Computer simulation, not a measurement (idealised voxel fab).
Process module heading - voxel capacitor over wiring
Displayed cross-section: cut, width of 265 nm, square cells sized 5 nm.
This document writes a cross-section as a grid whose cells are square, and gives it as bands, listed from the top down; one or more rows of cells form a band. A band entry consists of two parts. The first gives the height of the band's top and the height of its bottom, in nm. The rest lists the band's materials from left to right, each with its width in nm. A single material labelled with the word "everywhere" fills the band from edge to edge, and the word "blank" marks empty space. Ref level 0: as-received wafer is one material below here. Bottom band extends down with no lower bound ("0 down"). Per-row width for "30..40": begins at first number (top row of band), ends at second number (bottom row), increment between rows held constant. Basically "nothing different" means that step didn't change any cell in the cross-section. For the entry "Listed closed voids", the listed items are empty spaces with no open way to the top whose size is 8 cells or more; each item follows the pattern width x height at distance, where distance is from the left edge and all three are in nm. Past the settings on a step's line: simulator remark, on that step. The line of a step may include "overlay nm". On a step with a mask, this value is how far to the right of its planned place the mask lay. A negative value means the mask lay to the left.
Listed below are the process steps as planned:
- 1: RECEIVE: material Si
- 2: CONFORMAL_DEP: material SiO2, thk nm 15
- 3: DIRECTIONAL_DEP: material TiN, thk nm 5
- 4: DIRECTIONAL_DEP: material W, thk nm 15
- 5: DIRECTIONAL_DEP: material aC, thk nm 10
- 6: PATTERN: tone cover, mask id METAL_1, material resist, width nm 25, pitch nm 90, thk nm 25, overlay nm 0
- 7: DIRECTIONAL_ETCH: etch materials aC, depth nm 10
- 8: STRIP: etch materials resist
- 9: DIRECTIONAL_ETCH: etch materials W, depth nm 15
- 10: DIRECTIONAL_ETCH: etch materials TiN, depth nm 5
- 11: STRIP: etch materials aC
- 12: CONFORMAL_DEP: material SiN, thk nm 5
- 13: FILL_DEP: material SiO2, thk nm 5
- 14: CMP: height nm 35
- 15: CONFORMAL_DEP: material SiCN, thk nm 5
- 16: DIRECTIONAL_DEP: material lowk, thk nm 10
- 17: MASKED_ETCH: tone open, mask id PLUG_1, width nm 15, etch materials lowk, depth nm 10, overlay nm 0
- 18: MASKED_ETCH: tone open, mask id PLUG_1, width nm 15, etch materials SiCN, depth nm 5, overlay nm 0
- 19: CONFORMAL_DEP: material TiN, thk nm 5
- 20: FILL_DEP: material Cu, thk nm 5
- 21: CMP: height nm 50
- 22: DIRECTIONAL_DEP: material TiN, thk nm 10
- 23: DIRECTIONAL_DEP: material SiN, thk nm 5
- 24: DIRECTIONAL_DEP: material TiN, thk nm 10
- 25: MASKED_ETCH: tone cover, mask id UPPER_PLATE, width nm 70, etch materials TiN, depth nm 10, overlay nm 0
- 26: MASKED_ETCH: tone cover, mask id UPPER_PLATE, width nm 70, etch materials SiN, depth nm 5, overlay nm 0
- 27: DIRECTIONAL_DEP: material aC, thk nm 10
- 28: PATTERN: tone cover, mask id LOWER_PLATE, material resist, width nm 80, thk nm 30, overlay nm 0
- 29: DIRECTIONAL_ETCH: etch materials aC, depth nm 10
- 30: STRIP: etch materials resist
- 31: DIRECTIONAL_ETCH: etch materials TiN, depth nm 10
- 32: STRIP: etch materials aC
- 33: FILL_DEP: material SiO2, thk nm 15
- 34: CMP: height nm 85
- 35: PATTERN: tone open, mask id PLUG_2, material resist, width nm 15, thk nm 15, overlay nm 0
- 36: DIRECTIONAL_ETCH: etch materials SiO2, depth nm 10
- 37: STRIP: etch materials resist
- 38: CONFORMAL_DEP: material TiN, thk nm 5
- 39: FILL_DEP: material W, thk nm 5
- 40: CMP: height nm 85
- 41: CONFORMAL_DEP: material SiCN, thk nm 5
The first of the two wafers, which ran as planned:
Shown in cross-section is the wafer as received, that is, as it stands after step 1:
0 down  Si everywhere
Listed closed voids: none
After step 2: wafer cross-section:
15 to 0  SiO2 everywhere
Below a height of 0, the structure has not been altered.
After step 3: wafer cross-section:
20 to 15  TiN everywhere
Below a height of 15, the structure has not been altered.
After step 4: wafer cross-section:
35 to 20  W everywhere
Below a height of 20, the structure has not been altered.
After step 5: wafer cross-section:
45 to 35  aC everywhere
Below a height of 35, the structure has not been altered.
After step 6: wafer cross-section:
70 to 45  blank=75, resist=25, blank=65, resist=25, blank=75
Below a height of 45, the structure has not been altered.
After step 7: wafer cross-section:
60 to 45  blank=75, resist=25, blank=65, resist=25, blank=75
45 to 35  blank=75, aC=25, blank=65, aC=25, blank=75
Below a height of 35, the structure has not been altered.
After step 8: wafer cross-section:
45 to 35  blank=75, aC=25, blank=65, aC=25, blank=75
Below a height of 35, the structure has not been altered.
After step 9: wafer cross-section:
45 to 35  blank=75, aC=25, blank=65, aC=25, blank=75
35 to 20  blank=75, W=25, blank=65, W=25, blank=75
Below a height of 20, the structure has not been altered.
After step 10: wafer cross-section:
45 to 35  blank=75, aC=25, blank=65, aC=25, blank=75
35 to 20  blank=75, W=25, blank=65, W=25, blank=75
20 to 15  blank=75, TiN=25, blank=65, TiN=25, blank=75
Below a height of 15, the structure has not been altered.
After step 11: wafer cross-section:
35 to 20  blank=75, W=25, blank=65, W=25, blank=75
Below a height of 20, the structure has not been altered.
After step 12: wafer cross-section:
40 to 35  blank=70, SiN=35, blank=55, SiN=35, blank=70
35 to 20  blank=70, SiN=5, W=25, SiN=5, blank=55, SiN=5, W=25, SiN=5, blank=70
20 to 15  SiN=75, TiN=25, SiN=65, TiN=25, SiN=75
Below a height of 15, the structure has not been altered.
After step 13: wafer cross-section:
45 to 40  SiO2 everywhere
40 to 35  SiO2=70, SiN=35, SiO2=55, SiN=35, SiO2=70
35 to 20  SiO2=70, SiN=5, W=25, SiN=5, SiO2=55, SiN=5, W=25, SiN=5, SiO2=70
Below a height of 20, the structure has not been altered.
After step 14: wafer cross-section:
35 to 20  SiO2=70, SiN=5, W=25, SiN=5, SiO2=55, SiN=5, W=25, SiN=5, SiO2=70
Below a height of 20, the structure has not been altered.
After step 15: wafer cross-section:
40 to 35  SiCN everywhere
Below a height of 35, the structure has not been altered.
After step 16: wafer cross-section:
50 to 40  lowk everywhere
Below a height of 40, the structure has not been altered.
After step 17: wafer cross-section:
50 to 40  lowk=85, blank=15, lowk=165
Below a height of 40, the structure has not been altered.
After step 18: wafer cross-section:
50 to 40  lowk=85, blank=15, lowk=165
40 to 35  SiCN=85, blank=15, SiCN=165
Below a height of 35, the structure has not been altered.
After step 19: wafer cross-section:
55 to 50  TiN=90, blank=5, TiN=170
50 to 40  lowk=85, TiN=5, blank=5, TiN=5, lowk=165
40 to 35  SiCN=85, TiN=15, SiCN=165
Below a height of 35, the structure has not been altered.
After step 20: wafer cross-section:
60 to 55  Cu everywhere
55 to 50  TiN=90, Cu=5, TiN=170
50 to 40  lowk=85, TiN=5, Cu=5, TiN=5, lowk=165
Below a height of 40, the structure has not been altered.
After step 21: wafer cross-section:
50 to 40  lowk=85, TiN=5, Cu=5, TiN=5, lowk=165
Below a height of 40, the structure has not been altered.
After step 22: wafer cross-section:
60 to 50  TiN everywhere
Below a height of 50, the structure has not been altered.
After step 23: wafer cross-section:
65 to 60  SiN everywhere
Below a height of 60, the structure has not been altered.
After step 24: wafer cross-section:
75 to 65  TiN everywhere
Below a height of 65, the structure has not been altered.
After step 25: wafer cross-section:
75 to 65  blank=85, TiN=70, blank=110
Below a height of 65, the structure has not been altered.
After step 26: wafer cross-section:
75 to 65  blank=85, TiN=70, blank=110
65 to 60  blank=85, SiN=70, blank=110
Below a height of 60, the structure has not been altered.
After step 27: wafer cross-section:
85 to 75  blank=85, aC=70, blank=110
75 to 70  blank=85, TiN=70, blank=110
70 to 65  aC=85, TiN=70, aC=110
65 to 60  aC=85, SiN=70, aC=110
Below a height of 60, the structure has not been altered.
After step 28: wafer cross-section:
115 to 85  blank=80, resist=80, blank=105
85 to 75  blank=80, resist=5, aC=70, resist=5, blank=105
75 to 70  blank=80, resist=5, TiN=70, resist=5, blank=105
Below a height of 70, the structure has not been altered.
After step 29: wafer cross-section:
105 to 85  blank=80, resist=80, blank=105
85 to 75  blank=80, resist=5, aC=70, resist=5, blank=105
75 to 70  blank=80, resist=5, TiN=70, resist=5, blank=105
70 to 65  blank=80, aC=5, TiN=70, aC=5, blank=105
65 to 60  blank=80, aC=5, SiN=70, aC=5, blank=105
Below a height of 60, the structure has not been altered.
After step 30: wafer cross-section:
85 to 75  blank=85, aC=70, blank=110
75 to 70  blank=85, TiN=70, blank=110
Below a height of 70, the structure has not been altered.
After step 31: wafer cross-section:
85 to 75  blank=85, aC=70, blank=110
75 to 70  blank=85, TiN=70, blank=110
70 to 65  blank=80, aC=5, TiN=70, aC=5, blank=105
65 to 60  blank=80, aC=5, SiN=70, aC=5, blank=105
60 to 50  blank=80, TiN=80, blank=105
Below a height of 50, the structure has not been altered.
After step 32: wafer cross-section:
75 to 65  blank=85, TiN=70, blank=110
65 to 60  blank=85, SiN=70, blank=110
Below a height of 60, the structure has not been altered.
After step 33: wafer cross-section:
90 to 75  SiO2 everywhere
75 to 65  SiO2=85, TiN=70, SiO2=110
65 to 60  SiO2=85, SiN=70, SiO2=110
60 to 50  SiO2=80, TiN=80, SiO2=105
Below a height of 50, the structure has not been altered.
After step 34: wafer cross-section:
85 to 75  SiO2 everywhere
Below a height of 75, the structure has not been altered.
After step 35: wafer cross-section:
100 to 85  resist=95, blank=15, resist=155
Below a height of 85, the structure has not been altered.
After step 36: wafer cross-section:
100 to 85  resist=95, blank=15, resist=155
85 to 75  SiO2=95, blank=15, SiO2=155
Below a height of 75, the structure has not been altered.
After step 37: wafer cross-section:
85 to 75  SiO2=95, blank=15, SiO2=155
Below a height of 75, the structure has not been altered.
After step 38: wafer cross-section:
90 to 85  TiN=100, blank=5, TiN=160
85 to 80  SiO2=95, TiN=5, blank=5, TiN=5, SiO2=155
80 to 75  SiO2=95, TiN=15, SiO2=155
Below a height of 75, the structure has not been altered.
After step 39: wafer cross-section:
95 to 90  W everywhere
90 to 85  TiN=100, W=5, TiN=160
85 to 80  SiO2=95, TiN=5, W=5, TiN=5, SiO2=155
Below a height of 80, the structure has not been altered.
After step 40: wafer cross-section:
85 to 80  SiO2=95, TiN=5, W=5, TiN=5, SiO2=155
Below a height of 80, the structure has not been altered.
After step 41: wafer cross-section:
90 to 85  SiCN everywhere
Below a height of 85, the structure has not been altered.
For the second wafer, take the first wafer's start and plan, then add one mistake made in running it; everything through step 27, that step included, is shared with the first:
The second wafer in cross-section, at the planned close of step 28:
115 to 85  blank=75, resist=90, blank=100
85 to 75  blank=75, resist=10, aC=70, resist=10, blank=100
75 to 70  blank=75, resist=10, TiN=70, resist=10, blank=100
Below a height of 70, the structure has not been altered.
The second wafer in cross-section, at the planned close of step 29:
105 to 85  blank=75, resist=90, blank=100
85 to 75  blank=75, resist=10, aC=70, resist=10, blank=100
75 to 70  blank=75, resist=10, TiN=70, resist=10, blank=100
70 to 65  blank=75, aC=10, TiN=70, aC=10, blank=100
65 to 60  blank=75, aC=10, SiN=70, aC=10, blank=100
Below a height of 60, the structure has not been altered.
The second wafer in cross-section, at the planned close of step 30:
85 to 75  blank=85, aC=70, blank=110
75 to 70  blank=85, TiN=70, blank=110
Below a height of 70, the structure has not been altered.
The second wafer in cross-section, at the planned close of step 31:
85 to 75  blank=85, aC=70, blank=110
75 to 70  blank=85, TiN=70, blank=110
70 to 65  blank=75, aC=10, TiN=70, aC=10, blank=100
65 to 60  blank=75, aC=10, SiN=70, aC=10, blank=100
60 to 50  blank=75, TiN=90, blank=100
Below a height of 50, the structure has not been altered.
The second wafer in cross-section, at the planned close of step 32:
75 to 65  blank=85, TiN=70, blank=110
65 to 60  blank=85, SiN=70, blank=110
Below a height of 60, the structure has not been altered.
The second wafer in cross-section, at the planned close of step 33:
90 to 75  SiO2 everywhere
75 to 65  SiO2=85, TiN=70, SiO2=110
65 to 60  SiO2=85, SiN=70, SiO2=110
60 to 50  SiO2=75, TiN=90, SiO2=100
Below a height of 50, the structure has not been altered.
The second wafer in cross-section, at the planned close of step 34:
85 to 75  SiO2 everywhere
Below a height of 75, the structure has not been altered.
The second wafer in cross-section, at the planned close of step 35:
100 to 85  resist=95, blank=15, resist=155
Below a height of 85, the structure has not been altered.
The second wafer in cross-section, at the planned close of step 36:
100 to 85  resist=95, blank=15, resist=155
85 to 75  SiO2=95, blank=15, SiO2=155
Below a height of 75, the structure has not been altered.
The second wafer in cross-section, at the planned close of step 37:
85 to 75  SiO2=95, blank=15, SiO2=155
Below a height of 75, the structure has not been altered.
The second wafer in cross-section, at the planned close of step 38:
90 to 85  TiN=100, blank=5, TiN=160
85 to 80  SiO2=95, TiN=5, blank=5, TiN=5, SiO2=155
80 to 75  SiO2=95, TiN=15, SiO2=155
Below a height of 75, the structure has not been altered.
The second wafer in cross-section, at the planned close of step 39:
95 to 90  W everywhere
90 to 85  TiN=100, W=5, TiN=160
85 to 80  SiO2=95, TiN=5, W=5, TiN=5, SiO2=155
Below a height of 80, the structure has not been altered.
The second wafer in cross-section, at the planned close of step 40:
85 to 80  SiO2=95, TiN=5, W=5, TiN=5, SiO2=155
Below a height of 80, the structure has not been altered.
The second wafer in cross-section, at the planned close of step 41:
90 to 85  SiCN everywhere
Below a height of 85, the structure has not been altered.
What was the processing mistake? step 28 did not happen as planned, as run it was PATTERN: tone cover, mask id LOWER_PLATE, material resist, width nm 90, thk nm 30, overlay nm 0
Looking at both finished wafers in cells, the second ends up ahead of or behind the first on some materials: 4 fewer of SiO2 | 4 more of TiN
